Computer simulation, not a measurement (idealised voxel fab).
process module | voxel transistor to metal
The cross-section on display is named cut; it measures 300 nm wide, and its cells are 5 nm squares.
In this document a cross-section is written as a grid of square cells. It is given as a series of bands, listed from the top down, and a band is one or more rows of cells. Basically the band line says how high the top is and how high the bottom is, in nm, and then what's in it from left to right, every material with its width in nm. Empty space shows up as "empty", and if a single material carries "all across" it runs the full band edge to edge. Height datum 0, below which the as-received substrate wafer is one material. Lowest band open at the bottom, running downward: "from 0 down". Think of "30..40" as a width that walks from the first number to the second as you go down the band, top row to bottom row, taking equal-sized steps from row to row. Step note "identical to before" = no cross-section cell changed. Under "Cavities, sealed" you'll find the enclosed gaps, the ones with no way out to the top, that are 8 cells or bigger; each reads width x height at distance, with distance counted from the left edge, everything in nm. If you see something after the settings on a step's line, that's the simulator's own remark about that step. What "overlay nm" on a step's line means: if the step has a mask, that mask lay this far to the right of its planned place, or, when the value is negative, to the left.

STEPS IN THE PROCESS PLAN
1. RECEIVE, material Si
2. CONFORMAL_DEP, material SiO2, thk nm 5
3. CONFORMAL_DEP, material SiN, thk nm 15
4. MASKED_ETCH, tone cover, mask id ACTIVE, width nm 115, pitch nm 140, etch materials SiN, depth nm 15, overlay nm 0
5. MASKED_ETCH, tone cover, mask id ACTIVE, width nm 115, pitch nm 140, etch materials SiO2, depth nm 5, overlay nm 0
6. MASKED_ETCH, tone cover, mask id ACTIVE, width nm 115, pitch nm 140, etch materials Si, depth nm 25, overlay nm 0
7. FILL_DEP, material SiO2, thk nm 5
8. CMP, height nm 20
9. SELECTIVE_ETCH, etch materials SiO2, depth nm 15
10. STRIP, etch materials SiN
11. SELECTIVE_ETCH, etch materials SiO2, depth nm 5
12. OXIDIZE, depth nm 5
13. DIRECTIONAL_DEP, material polySi, thk nm 25
14. DIRECTIONAL_DEP, material SiCN, thk nm 15
15. DIRECTIONAL_DEP, material aC, thk nm 15
16. PATTERN, tone cover, mask id GATE, material resist, width nm 35, pitch nm 140, thk nm 30, overlay nm 0
17. DIRECTIONAL_ETCH, etch materials aC, depth nm 15
18. STRIP, etch materials resist
19. DIRECTIONAL_ETCH, etch materials SiCN, depth nm 25
20. DIRECTIONAL_ETCH, etch materials polySi, depth nm 35
21. STRIP, etch materials aC
22. CONFORMAL_DEP, material SiO2, thk nm 5
23. DIRECTIONAL_ETCH, etch materials SiO2, depth nm 5
24. CONFORMAL_DEP, material SiN, thk nm 10
25. DIRECTIONAL_ETCH, etch materials SiN, depth nm 10
26. DIRECTIONAL_ETCH, etch materials SiO2, depth nm 5
27. EPI, material nSi, thk nm 5
28. FILL_DEP, material SiO2, thk nm 10
29. CMP, height nm 25
30. STRIP, etch materials polySi
31. SELECTIVE_ETCH, etch materials SiO2, depth nm 5
32. CONFORMAL_DEP, material HfO2, thk nm 5
33. CONFORMAL_DEP, material TiN, thk nm 5
34. FILL_DEP, material W, thk nm 5
35. CMP, height nm 20
36. DIRECTIONAL_DEP, material SiO2, thk nm 15
37. DIRECTIONAL_DEP, material aC, thk nm 10
38. PATTERN, tone open, mask id CONTACT, material resist, width nm 15, thk nm 25, overlay nm 0
39. DIRECTIONAL_ETCH, etch materials aC, depth nm 10
40. STRIP, etch materials resist
41. DIRECTIONAL_ETCH, etch materials SiO2, depth nm 35
42. STRIP, etch materials aC
43. CONFORMAL_DEP, material TiN, thk nm 5
44. FILL_DEP, material W, thk nm 5
45. CMP, height nm 35
46. DIRECTIONAL_DEP, material TiN, thk nm 5
47. DIRECTIONAL_DEP, material W, thk nm 25
48. DIRECTIONAL_DEP, material aC, thk nm 15
49. PATTERN, tone cover, mask id METAL_1, material resist, width nm 15, thk nm 35, overlay nm 0
50. DIRECTIONAL_ETCH, etch materials aC, depth nm 15
51. STRIP, etch materials resist
52. DIRECTIONAL_ETCH, etch materials W, depth nm 25
53. DIRECTIONAL_ETCH, etch materials TiN, depth nm 5
54. STRIP, etch materials aC
55. FILL_DEP, material SiO2, thk nm 10
56. CMP, height nm 65
57. CONFORMAL_DEP, material SiN, thk nm 5

INCOMING WAFER, CROSS-SECTIONAL VIEW, POST STEP 1
    from 0 down = Si all across
    Cavities, sealed: none

CROSS-SECTIONAL IMAGE OF THE FIRST OF TWO WAFERS AT THE END OF THE MODULE, THE RUN HAVING PROCEEDED AS PLANNED
    from 70 to 65 = SiN all across
    from 65 to 40 = 30 of SiO2  15 of W  65 of SiO2  15 of W  45 of SiO2  15 of W  65 of SiO2  15 of W  35 of SiO2
    from 40 to 35 = 30 of SiO2  15 of TiN  65 of SiO2  15 of TiN  45 of SiO2  15 of TiN  65 of SiO2  15 of TiN  35 of SiO2
    from 35 to 20 = 30 of SiO2  5 of TiN  5 of W  5 of TiN  65 of SiO2  5 of TiN  5 of W  5 of TiN  45 of SiO2  5 of TiN  5 of W  5 of TiN  65 of SiO2  5 of TiN  5 of W  5 of TiN  35 of SiO2
    from 20 to 5 = 30 of SiO2  5 of TiN  5 of W  5 of TiN  10 of SiN  5 of HfO2  5 of TiN  25 of W  5 of TiN  5 of HfO2  10 of SiN  5 of TiN  5 of W  5 of TiN  45 of SiO2  5 of TiN  5 of W  5 of TiN  10 of SiN  5 of HfO2  5 of TiN  25 of W  5 of TiN  5 of HfO2  10 of SiN  5 of TiN  5 of W  5 of TiN  35 of SiO2
    from 5 to 0 = 30 of SiO2  15 of TiN  10 of SiN  5 of HfO2  35 of TiN  5 of HfO2  10 of SiN  15 of TiN  45 of SiO2  15 of TiN  10 of SiN  5 of HfO2  35 of TiN  5 of HfO2  10 of SiN  15 of TiN  35 of SiO2
    from 0 to -5 = 15 of SiO2  30 of nSi  10 of SiO2  45 of HfO2  10 of SiO2  30 of nSi  15 of SiO2  30 of nSi  10 of SiO2  45 of HfO2  10 of SiO2  30 of nSi  20 of SiO2
    from -5 to -25 = 20 of SiO2  115 of Si  25 of SiO2  115 of Si  25 of SiO2
    from -25 down = Si all across
    Cavities, sealed: none

THIS CROSS-SECTION BELONGS TO THE SECOND WAFER OF TWO AT THE END OF THE MODULE; THE START AND THE PLAN WERE SHARED WITH THE FIRST, AND THE RUN INCLUDED ONE MISTAKE
    from 70 to 65 = SiN all across
    from 65 to 40 = 30 of SiO2  15 of W  65 of SiO2  15 of W  45 of SiO2  15 of W  65 of SiO2  15 of W  35 of SiO2
    from 40 to 35 = 30 of SiO2  15 of TiN  65 of SiO2  15 of TiN  45 of SiO2  15 of TiN  65 of SiO2  15 of TiN  35 of SiO2
    from 35 to 25 = 30 of SiO2  5 of TiN  5 of W  5 of TiN  65 of SiO2  5 of TiN  5 of W  5 of TiN  45 of SiO2  5 of TiN  5 of W  5 of TiN  65 of SiO2  5 of TiN  5 of W  5 of TiN  35 of SiO2
    from 25 to 20 = 30 of SiO2  15 of TiN  65 of SiO2  15 of TiN  45 of SiO2  15 of TiN  65 of SiO2  15 of TiN  35 of SiO2
    from 20 to 5 = 55 of W  5 of TiN  5 of HfO2  10 of SiN  5 of SiO2  10 of SiN  5 of HfO2  5 of TiN  95 of W  5 of TiN  5 of HfO2  10 of SiN  5 of SiO2  10 of SiN  5 of HfO2  5 of TiN  60 of W
    from 5 to 0 = 60 of TiN  5 of HfO2  10 of SiN  5 of SiO2  10 of SiN  5 of HfO2  105 of TiN  5 of HfO2  10 of SiN  5 of SiO2  10 of SiN  5 of HfO2  65 of TiN
    from 0 to -5 = 65 of HfO2  10 of SiO2  5 of nSi  10 of SiO2  115 of HfO2  10 of SiO2  5 of nSi  10 of SiO2  70 of HfO2
    from -5 to -25 = 20 of SiO2  115 of Si  25 of SiO2  115 of Si  25 of SiO2
    from -25 down = Si all across
    Cavities, sealed: none
Finding, execution versus plan: rather than as planned, step 16 actually ran as PATTERN, tone open, mask id GATE, material resist, width nm 35, pitch nm 140, thk nm 30, overlay nm 0
Wrapping up, a cell-based count of both wafers puts the second over or under the first for these materials: 32 more of HfO2 | 90 fewer of SiO2 | 80 more of W | 22 fewer of nSi
